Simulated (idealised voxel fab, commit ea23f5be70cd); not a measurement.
process module | voxel self aligned contacts
cross-section cut | 230 nm wide | cells 5 nm
A cross-section is a grid of square cells, given in bands from the top down. A band is one or more rows of cells.
Each band's line starts with the height of the band's top and of its bottom, in nm. Then come its materials from left to right, each with its width in nm. One material with "throughout" fills the band from edge to edge. "air" is empty space.
Height 0 is the level under which the wafer as received is all one material. The lowest band goes on downwards, as in "0 down".
A width such as "30 to 40" changes by the same amount from each row of cells to the next, from the band's top row to its bottom row.
"no change" after a step means that no cell of the cross-section changed.
closed voids: empty space of 8 cells or more with no open way to the top, each as width x height at its distance from the left edge, in nm
after a step's settings: what the simulator itself notes on the step
overlay nm, on a step with a mask: how far to the right of its planned place the mask lay; to the left if negative
plan
1 op RECEIVE | material Si
2 op OXIDIZE | depth nm 5
3 op DIRECTIONAL_DEP | material polySi | thk nm 25
4 op DIRECTIONAL_DEP | material SiN | thk nm 20
5 op PATTERN | tone cover | mask id GATE | material resist | width nm 35 | pitch nm 70 | thk nm 15 | overlay nm 0
6 op DIRECTIONAL_ETCH | etch materials SiN | depth nm 20
7 op DIRECTIONAL_ETCH | etch materials polySi | depth nm 25
8 op STRIP | etch materials resist
9 op CONFORMAL_DEP | material SiN | thk nm 5
10 op DIRECTIONAL_ETCH | etch materials SiN | depth nm 5
11 op FILL_DEP | material SiO2 | thk nm 15
12 op CMP | height nm 50
13 op MASKED_ETCH | tone open | mask id CONTACT | width nm 55 | etch materials SiO2 | depth nm 55 | overlay nm 0
14 op CONFORMAL_DEP | material TiN | thk nm 5
15 op FILL_DEP | material Ru | thk nm 10
16 op CMP | height nm 50
17 op CONFORMAL_DEP | material SiCN | thk nm 5
as received, after step 1
  0 down: Si throughout
  closed voids: none
a wafer at the end: this start, this plan, one mistake
  70 to 65: SiCN throughout
  65 to 55: Ru throughout
  55 to 50: TiN 90 | Ru 45 | TiN 95
  50 to 45: SiO2 85 | TiN 20 | Ru 15 | TiN 20 | SiO2 90
  45 to 25: SiO2 55 | SiN 45 | TiN 5 | Ru 15 | TiN 5 | SiN 45 | SiO2 60
  25 to 0: SiO2 55 | SiN 5 | polySi 35 | SiN 5 | TiN 5 | Ru 15 | TiN 5 | SiN 5 | polySi 35 | SiN 5 | SiO2 60
  0 to -5: SiO2 100 | TiN 25 | SiO2 105
  -5 down: Si throughout
  closed voids: none
what went wrong: step 16 was left out
